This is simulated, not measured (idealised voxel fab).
Process module in this document: voxel quadruple lines
We display cut, a cross-section 260 nm in width whose square cells are each 5 nm.
If you're reading a cross-section in this doc, picture square cells in a grid; it comes to you as bands, top ones listed first down to the bottom, and a band can be one or more rows of cells. Heads up on the band format: heights come first, top then bottom, in nm. After that it's the materials left to right, each with its width in nm. A single material flagged "full width" fills the whole band edge to edge, and "blank" means there's empty space there. The level at which height equals 0 is the one under which the wafer, as it arrives, is entirely one material. No lower edge exists for the bottom band, which continues downward and is notated as in "0..down". Read "30..40" as a graded width: first number on top, second number at the bottom, same change between each pair of neighbouring rows. You'll sometimes find "left unchanged" written for a step, and that's the way of saying that nowhere in the cross-section did a cell change during that step. Closed-off voids of 8+ cells (no open route to the top) go in "Closed void list", written width x height at distance from the left edge, in nm. On a step's line, text after the settings is the simulator commenting on that step. When a step includes a mask, the "overlay nm" setting on its line states how far to the right of its planned place that mask lay, and negative values state how far to the left.
plan:
| 1 | RECEIVE: material Si |
| 2 | CONFORMAL_DEP: material Al2O3, thk nm 5 |
| 3 | DIRECTIONAL_DEP: material W, thk nm 15 |
| 4 | DIRECTIONAL_DEP: material polySi, thk nm 20 |
| 5 | DIRECTIONAL_DEP: material aC, thk nm 20 |
| 6 | PATTERN: tone cover, mask id MANDREL, material resist, width nm 20, thk nm 30, overlay nm 0 |
| 7 | DIRECTIONAL_ETCH: etch materials aC, depth nm 20 |
| 8 | STRIP: etch materials resist |
| 9 | CONFORMAL_DEP: material SiO2, thk nm 10 |
| 10 | DIRECTIONAL_ETCH: etch materials SiO2, depth nm 10 |
| 11 | STRIP: etch materials aC |
| 12 | DIRECTIONAL_ETCH: etch materials polySi, depth nm 20 |
| 13 | STRIP: etch materials SiO2 |
| 14 | CONFORMAL_DEP: material SiCN, thk nm 5 |
| 15 | DIRECTIONAL_ETCH: etch materials SiCN, depth nm 5 |
| 16 | STRIP: etch materials polySi |
| 17 | DIRECTIONAL_ETCH: etch materials W, depth nm 15 |
| 18 | STRIP: etch materials SiCN |
First wafer of two (run as planned):
Cross-section of the wafer at receipt, which is the condition after step 1:
> 0..down  Si full width
> Closed void list: none
after step 2:
> 5..0  Al2O3 full width
> Below a height of 0, the structure has not been altered.
after step 3:
> 20..5  W full width
> Below a height of 5, the structure has not been altered.
after step 4:
> 40..20  polySi full width
> Below a height of 20, the structure has not been altered.
after step 5:
> 60..40  aC full width
> Below a height of 40, the structure has not been altered.
after step 6:
> 90..60  blank=120, resist=20, blank=120
> Below a height of 60, the structure has not been altered.
after step 7:
> 70..60  blank=120, resist=20, blank=120
> 60..40  blank=120, aC=20, blank=120
> Below a height of 40, the structure has not been altered.
after step 8:
> 60..40  blank=120, aC=20, blank=120
> Below a height of 40, the structure has not been altered.
after step 9:
> 70..60  blank=110, SiO2=40, blank=110
> 60..50  blank=110, SiO2=10, aC=20, SiO2=10, blank=110
> 50..40  SiO2=120, aC=20, SiO2=120
> Below a height of 40, the structure has not been altered.
after step 10:
> 60..40  blank=110, SiO2=10, aC=20, SiO2=10, blank=110
> Below a height of 40, the structure has not been altered.
after step 11:
> 60..40  blank=110, SiO2=10, blank=20, SiO2=10, blank=110
> Below a height of 40, the structure has not been altered.
after step 12:
> 60..40  blank=110, SiO2=10, blank=20, SiO2=10, blank=110
> 40..20  blank=110, polySi=10, blank=20, polySi=10, blank=110
> Below a height of 20, the structure has not been altered.
after step 13:
> 40..20  blank=110, polySi=10, blank=20, polySi=10, blank=110
> Below a height of 20, the structure has not been altered.
after step 14:
> 45..40  blank=105, SiCN=20, blank=10, SiCN=20, blank=105
> 40..25  blank=105, SiCN=5, polySi=10, SiCN=5, blank=10, SiCN=5, polySi=10, SiCN=5, blank=105
> 25..20  SiCN=110, polySi=10, SiCN=20, polySi=10, SiCN=110
> Below a height of 20, the structure has not been altered.
after step 15:
> 40..20  blank=105, SiCN=5, polySi=10, SiCN=5, blank=10, SiCN=5, polySi=10, SiCN=5, blank=105
> Below a height of 20, the structure has not been altered.
after step 16:
> 40..20  blank=105, SiCN=5, blank=10, SiCN=5, blank=10, SiCN=5, blank=10, SiCN=5, blank=105
> Below a height of 20, the structure has not been altered.
after step 17:
> 40..20  blank=105, SiCN=5, blank=10, SiCN=5, blank=10, SiCN=5, blank=10, SiCN=5, blank=105
> 20..5  blank=105, W=5, blank=10, W=5, blank=10, W=5, blank=10, W=5, blank=105
> Below a height of 5, the structure has not been altered.
after step 18:
> 20..5  blank=105, W=5, blank=10, W=5, blank=10, W=5, blank=10, W=5, blank=105
> Below a height of 5, the structure has not been altered.
What follows concerns the second wafer, which started out like the first and was meant to follow the very same plan; one mistake crept in when it was run, but everything up to and including step 5 is the same as for the first wafer:
Second wafer profile in section, at the moment step 6 of the plan was meant to be complete:
> 90..60  resist=120, blank=20, resist=120
> Below a height of 60, the structure has not been altered.
Second wafer profile in section, at the moment step 7 of the plan was meant to be complete:
> 70..60  resist=120, blank=20, resist=120
> 60..40  aC=120, blank=20, aC=120
> Below a height of 40, the structure has not been altered.
Second wafer profile in section, at the moment step 8 of the plan was meant to be complete:
> 60..40  aC=120, blank=20, aC=120
> Below a height of 40, the structure has not been altered.
Second wafer profile in section, at the moment step 9 of the plan was meant to be complete:
> 70..60  SiO2 full width
> 60..40  aC=120, SiO2=20, aC=120
> Below a height of 40, the structure has not been altered.
Second wafer profile in section, at the moment step 10 of the plan was meant to be complete:
> 60..40  aC=120, SiO2=20, aC=120
> Below a height of 40, the structure has not been altered.
Second wafer profile in section, at the moment step 11 of the plan was meant to be complete:
> 60..40  blank=120, SiO2=20, blank=120
> Below a height of 40, the structure has not been altered.
Second wafer profile in section, at the moment step 12 of the plan was meant to be complete:
> 60..40  blank=120, SiO2=20, blank=120
> 40..20  blank=120, polySi=20, blank=120
> Below a height of 20, the structure has not been altered.
Second wafer profile in section, at the moment step 13 of the plan was meant to be complete:
> 40..20  blank=120, polySi=20, blank=120
> Below a height of 20, the structure has not been altered.
Second wafer profile in section, at the moment step 14 of the plan was meant to be complete:
> 45..40  blank=115, SiCN=30, blank=115
> 40..25  blank=115, SiCN=5, polySi=20, SiCN=5, blank=115
> 25..20  SiCN=120, polySi=20, SiCN=120
> Below a height of 20, the structure has not been altered.
Second wafer profile in section, at the moment step 15 of the plan was meant to be complete:
> 40..20  blank=115, SiCN=5, polySi=20, SiCN=5, blank=115
> Below a height of 20, the structure has not been altered.
Second wafer profile in section, at the moment step 16 of the plan was meant to be complete:
> 40..20  blank=115, SiCN=5, blank=20, SiCN=5, blank=115
> Below a height of 20, the structure has not been altered.
Second wafer profile in section, at the moment step 17 of the plan was meant to be complete:
> 40..20  blank=115, SiCN=5, blank=20, SiCN=5, blank=115
> 20..5  blank=115, W=5, blank=20, W=5, blank=115
> Below a height of 5, the structure has not been altered.
Second wafer profile in section, at the moment step 18 of the plan was meant to be complete:
> 20..5  blank=115, W=5, blank=20, W=5, blank=115
> Below a height of 5, the structure has not been altered.
what went wrong: the process deviated at step 6: the operation and settings actually run there were PATTERN: tone open, mask id MANDREL, material resist, width nm 20, thk nm 30, overlay nm 0
Heads up, by the end the second wafer has more or fewer cells of some materials compared to the first: W: 6 fewer
